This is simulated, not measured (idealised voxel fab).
Herein follows the process module entitled voxel gate over fins.
The width of the displayed cross-section, cut, is 215 nm; its cells are square, with a size of 5 nm.
If you're reading a cross-section in this doc, picture square cells in a grid; it comes to you as bands, top ones listed first down to the bottom, and a band can be one or more rows of cells.
Basically the band line says how high the top is and how high the bottom is, in nm, and then what's in it from left to right, every material with its width in nm. Empty space shows up as "air", and if a single material carries "throughout" it runs the full band edge to edge.
Ref level 0: as-received wafer is one material below here. Bottom band extends down with no lower bound ("top 0, no bottom").
Top row gets the first number, bottom row gets the second, and each row in between changes by the same step: that is how a band width like "30..40" works.
It should be understood that the words "all unchanged", when stated for a given step, signify that the cross-section underwent no change in any of its cells during that step.
The entry "Trapped void list" lists the empty spaces that cover at least 8 cells and have no open path to the top. Each is written as width x height at distance, where the distance is measured from the left edge and all three values are in nm.
Step line, after settings: the simulator's comment on this step.
overlay nm: step with mask; distance mask lay right of planned place; negative value = left of planned place.
**Below is the list of planned process steps**
| 1 | RECEIVE [material Si] |
| 2 | CONFORMAL_DEP [material SiN] [thk nm 5] |
| 3 | MASKED_ETCH [tone cover] [mask id FINS] [width nm 15] [pitch nm 60] [etch materials SiN] [depth nm 5] [overlay nm 0] |
| 4 | MASKED_ETCH [tone cover] [mask id FINS] [width nm 15] [pitch nm 60] [etch materials Si] [depth nm 30] [overlay nm 0] |
| 5 | FILL_DEP [material SiO2] [thk nm 5] |
| 6 | CMP [height nm 5] |
| 7 | MASKED_ETCH [tone open] [mask id RAIL] [width nm 15] [etch materials SiO2] [depth nm 30] [overlay nm 0] |
| 8 | CONFORMAL_DEP [material TiN] [thk nm 5] |
| 9 | FILL_DEP [material W] [thk nm 5] |
| 10 | CMP [height nm 5] |
| 11 | SELECTIVE_ETCH [etch materials W Ru TiN] [depth nm 25] |
| 12 | FILL_DEP [material SiO2] [thk nm 5] |
| 13 | CMP [height nm 5] |
| 14 | SELECTIVE_ETCH [etch materials SiO2] [depth nm 15] |
| 15 | STRIP [etch materials SiN] |
| 16 | CONFORMAL_DEP [material HfO2] [thk nm 5] |
| 17 | CONFORMAL_DEP [material TiN] [thk nm 5] |
| 18 | CONFORMAL_DEP [material TiAl] [thk nm 5] |
| 19 | CONFORMAL_DEP [material TiN] [thk nm 5] |
| 20 | FILL_DEP [material W] [thk nm 10] |
| 21 | CMP [height nm 25] |
| 22 | CONFORMAL_DEP [material SiN] [thk nm 5] |
It is noted that the wafers described herein are identical at the outset and are distinguished by the width nm of step 3; the value stated in the plan corresponds to the first wafer.
**Incoming state of the first of several wafers in cross-section: after step 1**
top 0, no bottom | Si throughout
Trapped void list: none
**The figure below presents a cross-section of the first of several wafers at the conclusion of the module, following its last step, step 22**
top 30, bottom 25 | SiN throughout
top 25, bottom 20 | W throughout
top 20, bottom 15 | W: 50, TiN: 55, W: 5, TiN: 55, W: 50
top 15, bottom 10 | W: 50, TiN: 5, TiAl: 45, TiN: 5, W: 5, TiN: 5, TiAl: 45, TiN: 5, W: 50
top 10, bottom 5 | TiN: 55, TiAl: 5, TiN: 35, TiAl: 5, TiN: 15, TiAl: 5, TiN: 35, TiAl: 5, TiN: 55
top 5, bottom 0 | TiAl: 60, TiN: 5, HfO2: 25, TiN: 5, TiAl: 25, TiN: 5, HfO2: 25, TiN: 5, TiAl: 60
top 0, bottom -5 | TiN: 65, HfO2: 5, Si: 15, HfO2: 5, TiN: 35, HfO2: 5, Si: 15, HfO2: 5, TiN: 65
top -5, bottom -10 | HfO2: 70, Si: 15, HfO2: 45, Si: 15, HfO2: 70
top -10, bottom -20 | SiO2: 70, Si: 15, SiO2: 45, Si: 15, SiO2: 70
top -20, bottom -25 | SiO2: 70, Si: 15, SiO2: 15, TiN: 15, SiO2: 15, Si: 15, SiO2: 70
top -25, bottom -30 | SiO2: 70, Si: 15, SiO2: 45, Si: 15, SiO2: 70
top -30, no bottom | Si throughout
Trapped void list: none
**Final wafer cross-section at module end**
top 30, bottom 25 | SiN throughout
top 25, bottom 20 | W throughout
top 20, bottom 15 | W: 45, TiN: 130, W: 40
top 15, bottom 10 | W: 45, TiN: 5, TiAl: 120, TiN: 5, W: 40
top 10, bottom 5 | TiN: 50, TiAl: 5, TiN: 50, TiAl: 10, TiN: 50, TiAl: 5, TiN: 45
top 5, bottom 0 | TiAl: 55, TiN: 5, HfO2: 40, TiN: 5, TiAl: 10, TiN: 5, HfO2: 40, TiN: 5, TiAl: 50
top 0, bottom -5 | TiN: 60, HfO2: 5, Si: 30, HfO2: 5, TiN: 20, HfO2: 5, Si: 30, HfO2: 5, TiN: 55
top -5, bottom -10 | HfO2: 65, Si: 30, HfO2: 30, Si: 30, HfO2: 60
top -10, bottom -20 | SiO2: 65, Si: 30, SiO2: 30, Si: 30, SiO2: 60
top -20, bottom -25 | SiO2: 65, Si: 30, SiO2: 5, TiN: 15, SiO2: 10, Si: 30, SiO2: 60
top -25, bottom -30 | SiO2: 65, Si: 30, SiO2: 30, Si: 30, SiO2: 60
top -30, no bottom | Si throughout
Trapped void list: none
**The table below has one row for each wafer; a row shows, as of the end of the module, how many cells of each material the wafer has gained, marked (+), or lost, marked (-), since it was received, and then the wafer's closed voids**
width nm 15, +51 HfO2, -222 Si, +43 SiN, +145 SiO2, +51 TiAl, +105 TiN, +85 W, Trapped void list: none
width nm 20, +51 HfO2, -210 Si, +43 SiN, +137 SiO2, +51 TiAl, +105 TiN, +81 W, Trapped void list: none
width nm 25, +51 HfO2, -198 Si, +43 SiN, +129 SiO2, +51 TiAl, +103 TiN, +79 W, Trapped void list: none
width nm 30, +51 HfO2, -186 Si, +43 SiN, +121 SiO2, +51 TiAl, +101 TiN, +77 W, Trapped void list: none
